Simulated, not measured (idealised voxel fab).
The document below concerns the process module designated voxel transistor to metal.
The cross-section on display is named cut; it measures 195 nm wide, and its cells are 5 nm squares.
Bands, listed from the top down, are how a cross-section gets written in this document; the cross-section itself is a grid of square cells, and a band is one or more rows of them.
Per band: top height and bottom height in nm, followed by the left-to-right materials and their widths in nm; "all across" marks a single material spanning edge to edge, "empty" marks empty space.
Below 0: as-received wafer, all one material; heights counted from there. Lowest band: no bottom, goes on down, written "top 0, no bottom".
The width entry "30->40" should be interpreted row by row: the top row of cells in the band takes the first number, the bottom row takes the second number, and the change between adjacent rows is uniform throughout.
Basically "no modifications" means that step didn't change any cell in the cross-section.
Voids not open to the top, 8 cells minimum: see "Voids, enclosed". Written width x height at distance; distance is from the left edge; nm.
Read whatever lies past the settings on a step's line as the simulator's own remark about the step.
What "overlay nm" on a step's line means: if the step has a mask, that mask lay this far to the right of its planned place, or, when the value is negative, to the left.
Below is the list of planned process steps
| 1 | RECEIVE,material Si |
| 2 | CONFORMAL_DEP,material SiO2,thk nm 5 |
| 3 | CONFORMAL_DEP,material SiN,thk nm 10 |
| 4 | PATTERN,tone cover,mask id ACTIVE,material resist,width nm 110,thk nm 20,overlay nm 0 |
| 5 | DIRECTIONAL_ETCH,etch materials SiN,depth nm 10 |
| 6 | DIRECTIONAL_ETCH,etch materials SiO2,depth nm 5 |
| 7 | DIRECTIONAL_ETCH,etch materials Si,depth nm 20 |
| 8 | STRIP,etch materials resist |
| 9 | FILL_DEP,material SiO2,thk nm 5 |
| 10 | CMP,height nm 15 |
| 11 | SELECTIVE_ETCH,etch materials SiO2,depth nm 5 |
| 12 | STRIP,etch materials SiN |
| 13 | SELECTIVE_ETCH,etch materials SiO2,depth nm 5 |
| 14 | OXIDIZE,depth nm 5 |
| 15 | DIRECTIONAL_DEP,material polySi,thk nm 20 |
| 16 | DIRECTIONAL_DEP,material SiCN,thk nm 15 |
| 17 | MASKED_ETCH,tone cover,mask id GATE,width nm 30,etch materials SiCN,depth nm 25,overlay nm 0 |
| 18 | MASKED_ETCH,tone cover,mask id GATE,width nm 30,etch materials polySi,depth nm 30,overlay nm 0 |
| 19 | CONFORMAL_DEP,material SiN,thk nm 5 |
| 20 | DIRECTIONAL_ETCH,etch materials SiN,depth nm 5 |
| 21 | DIRECTIONAL_ETCH,etch materials SiO2,depth nm 5 |
| 22 | EPI,material nSi,thk nm 5 |
| 23 | FILL_DEP,material SiO2,thk nm 10 |
| 24 | CMP,height nm 20 |
| 25 | STRIP,etch materials polySi |
| 26 | SELECTIVE_ETCH,etch materials SiO2,depth nm 5 |
| 27 | CONFORMAL_DEP,material HfO2,thk nm 5 |
| 28 | CONFORMAL_DEP,material TiN,thk nm 5 |
| 29 | FILL_DEP,material W,thk nm 5 |
| 30 | CMP,height nm 15 |
| 31 | DIRECTIONAL_DEP,material SiO2,thk nm 15 |
| 32 | DIRECTIONAL_DEP,material aC,thk nm 15 |
| 33 | PATTERN,tone open,mask id CONTACT,material resist,width nm 15,pitch nm 75,thk nm 35,overlay nm 0 |
| 34 | DIRECTIONAL_ETCH,etch materials aC,depth nm 15 |
| 35 | STRIP,etch materials resist |
| 36 | DIRECTIONAL_ETCH,etch materials SiO2,depth nm 30 |
| 37 | STRIP,etch materials aC |
| 38 | CONFORMAL_DEP,material TiN,thk nm 5 |
| 39 | FILL_DEP,material Ru,thk nm 10 |
| 40 | CMP,height nm 30 |
| 41 | DIRECTIONAL_DEP,material TiN,thk nm 5 |
| 42 | DIRECTIONAL_DEP,material Ru,thk nm 20 |
| 43 | MASKED_ETCH,tone cover,mask id METAL_1,width nm 15,pitch nm 75,etch materials Ru,depth nm 20,overlay nm 0 |
| 44 | MASKED_ETCH,tone cover,mask id METAL_1,width nm 15,pitch nm 75,etch materials TiN,depth nm 5,overlay nm 0 |
| 45 | FILL_DEP,material lowk,thk nm 5 |
| 46 | CMP,height nm 55 |
| 47 | CONFORMAL_DEP,material SiCN,thk nm 5 |
| 48 | DIRECTIONAL_DEP,material lowk,thk nm 35 |
| 49 | DIRECTIONAL_DEP,material aC,thk nm 15 |
| 50 | PATTERN,tone open,mask id METAL_2,material resist,width nm 15,pitch nm 75,thk nm 35,overlay nm 0 |
| 51 | DIRECTIONAL_ETCH,etch materials aC,depth nm 15 |
| 52 | STRIP,etch materials resist |
| 53 | DIRECTIONAL_ETCH,etch materials lowk,depth nm 20 |
| 54 | STRIP,etch materials aC |
| 55 | DIRECTIONAL_DEP,material aC,thk nm 15 |
| 56 | PATTERN,tone open,mask id METAL_2_HOLES,material resist,width nm 15,pitch nm 75,thk nm 35,overlay nm 0 |
| 57 | DIRECTIONAL_ETCH,etch materials aC,depth nm 15 |
| 58 | STRIP,etch materials resist |
| 59 | DIRECTIONAL_ETCH,etch materials lowk,depth nm 15 |
| 60 | DIRECTIONAL_ETCH,etch materials SiCN,depth nm 5 |
| 61 | STRIP,etch materials aC |
| 62 | CONFORMAL_DEP,material TiN,thk nm 5 |
| 63 | FILL_DEP,material Ru,thk nm 5 |
| 64 | CMP,height nm 95 |
| 65 | CONFORMAL_DEP,material SiN,thk nm 5 |
Cross-section of the wafer upon arrival, representing the state reached after step 1
	top 0, no bottom = Si all across
	Voids, enclosed: none
Cross-section: first of two wafers, module finished, run according to plan
	top 100, bottom 95 = SiN all across
	top 95, bottom 60 = 50 of lowk | 5 of TiN | 5 of Ru | 5 of TiN | 60 of lowk | 5 of TiN | 5 of Ru | 5 of TiN | 55 of lowk
	top 60, bottom 55 = 50 of SiCN | 15 of TiN | 60 of SiCN | 15 of TiN | 55 of SiCN
	top 55, bottom 35 = 50 of lowk | 15 of Ru | 60 of lowk | 15 of Ru | 55 of lowk
	top 35, bottom 30 = 50 of lowk | 15 of TiN | 60 of lowk | 15 of TiN | 55 of lowk
	top 30, bottom 15 = 50 of SiO2 | 5 of TiN | 5 of Ru | 5 of TiN | 60 of SiO2 | 5 of TiN | 5 of Ru | 5 of TiN | 55 of SiO2
	top 15, bottom 5 = 50 of SiO2 | 5 of TiN | 5 of Ru | 5 of TiN | 10 of SiO2 | 5 of SiN | 5 of HfO2 | 5 of TiN | 10 of W | 5 of TiN | 5 of HfO2 | 5 of SiN | 10 of SiO2 | 5 of TiN | 5 of Ru | 5 of TiN | 55 of SiO2
	top 5, bottom 0 = 35 of SiO2 | 5 of SiN | 10 of SiO2 | 15 of TiN | 10 of SiO2 | 5 of SiN | 5 of HfO2 | 20 of TiN | 5 of HfO2 | 5 of SiN | 10 of SiO2 | 15 of TiN | 10 of SiO2 | 5 of SiN | 40 of SiO2
	top 0, bottom -5 = 40 of SiO2 | 35 of nSi | 40 of HfO2 | 35 of nSi | 45 of SiO2
	top -5, bottom -20 = 40 of SiO2 | 110 of Si | 45 of SiO2
	top -20, no bottom = Si all across
	Voids, enclosed: none
Cross-section of the latter of the two wafers at module completion. It had an identical start and an identical plan to the former; in running it, one mistake was made
	top 100, bottom 95 = SiN all across
	top 95, bottom 60 = 50 of lowk | 5 of TiN | 5 of Ru | 5 of TiN | 60 of lowk | 5 of TiN | 5 of Ru | 5 of TiN | 55 of lowk
	top 60, bottom 55 = 50 of SiCN | 15 of TiN | 60 of SiCN | 15 of TiN | 55 of SiCN
	top 55, bottom 35 = 50 of lowk | 15 of Ru | 60 of lowk | 15 of Ru | 55 of lowk
	top 35, bottom 30 = 50 of lowk | 15 of TiN | 60 of lowk | 15 of TiN | 55 of lowk
	top 30, bottom 15 = 50 of SiO2 | 5 of TiN | 5 of Ru | 5 of TiN | 60 of SiO2 | 5 of TiN | 5 of Ru | 5 of TiN | 55 of SiO2
	top 15, bottom 10 = 50 of SiO2 | 5 of TiN | 5 of Ru | 5 of TiN | 10 of SiO2 | 5 of SiN | 5 of HfO2 | 5 of TiN | 10 of W | 5 of TiN | 5 of HfO2 | 5 of SiN | 10 of SiO2 | 5 of TiN | 5 of Ru | 5 of TiN | 55 of SiO2
	top 10, bottom 5 = 50 of SiO2 | 5 of TiN | 5 of Ru | 5 of TiN | 10 of SiO2 | 5 of SiN | 5 of HfO2 | 20 of TiN | 5 of HfO2 | 5 of SiN | 10 of SiO2 | 5 of TiN | 5 of Ru | 5 of TiN | 55 of SiO2
	top 5, bottom 0 = 40 of SiO2 | 5 of SiN | 5 of SiO2 | 15 of TiN | 10 of SiO2 | 40 of HfO2 | 10 of SiO2 | 15 of TiN | 5 of SiO2 | 5 of SiN | 45 of SiO2
	top 0, bottom -5 = 40 of nSi | 110 of SiO2 | 45 of nSi
	top -5, bottom -20 = 40 of Si | 110 of SiO2 | 45 of Si
	top -20, no bottom = Si all across
	Voids, enclosed: none
Processing error: off-plan run, step 4, actual operation and settings PATTERN,tone open,mask id ACTIVE,material resist,width nm 110,thk nm 20,overlay nm 0
Final comparison by cell count, materials where the second wafer has more or fewer than the first: HfO2: 2 fewer | Si: 15 fewer | SiN: 2 fewer | SiO2: 20 more | TiN: 2 fewer | W: 2 fewer | nSi: 3 more
